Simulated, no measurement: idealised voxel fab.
Documented hereafter: the process module known as voxel lift off.
We display cut, a cross-section 260 nm in width whose square cells are each 5 nm.
Cross-section format: a grid of square cells, given as bands from top to bottom; each band is one or more rows of cells. Band entry format. Leading values: height of top, height of bottom, nm. Remainder: materials in left-to-right order, each with its width in nm. Special words: "edge to edge" on a single material, which then fills the band edge to edge; "air", empty space. The level at which height equals 0 is the one under which the wafer, as it arrives, is entirely one material. No lower edge exists for the bottom band, which continues downward and is notated as in "top 0, no bottom". Quick explanation for "30->40": the width changes in equal steps down the rows of cells, from the first number in the band's top row to the second number in its bottom row. No cell of the cross-section changed in a step that is given as "changes: none". "Cavities, sealed": empty spaces of 8 cells or more with no open way to the top, each given as width x height at distance, distance from the left edge, all in nm. It should be noted that, on the line of a given step, the content following the step's settings is a remark produced by the simulator itself with respect to that step. overlay nm: how far to the right of its planned place the mask lay on this masked step (negative: to the left).

# Set out below are the planned steps of the process
1: RECEIVE: material Si
2: CONFORMAL_DEP: material SiO2, thk nm 5
3: PATTERN: tone open, mask id LINES, material resist, width nm 25, pitch nm 45, thk nm 20, overlay nm -15
4: DIRECTIONAL_DEP: material Ru, thk nm 10
5: STRIP: etch materials resist
6: CONFORMAL_DEP: material SiCN, thk nm 10
The plan's step 3 overlay nm is the first wafer's value; the wafers differ in this setting and start identical.

# As-received cross-section, first of several wafers, post step 1
- top 0, no bottom | Si edge to edge
- Cavities, sealed: none

# Here is how to read the rows: every wafer has a row, and it shows the wafer at the end of the module, giving for each material how many cells were gained (+) or lost (-) since the wafer was received, then listing its closed voids
overlay nm -15 | +30 Ru | +128 SiCN | +52 SiO2 | Cavities, sealed: none
overlay nm -10 | +30 Ru | +128 SiCN | +52 SiO2 | Cavities, sealed: none
overlay nm -5 | +30 Ru | +128 SiCN | +52 SiO2 | Cavities, sealed: none
overlay nm 0 | +30 Ru | +128 SiCN | +52 SiO2 | Cavities, sealed: none
overlay nm 5 | +30 Ru | +128 SiCN | +52 SiO2 | Cavities, sealed: none
overlay nm 10 | +30 Ru | +128 SiCN | +52 SiO2 | Cavities, sealed: none
overlay nm 15 | +30 Ru | +128 SiCN | +52 SiO2 | Cavities, sealed: none
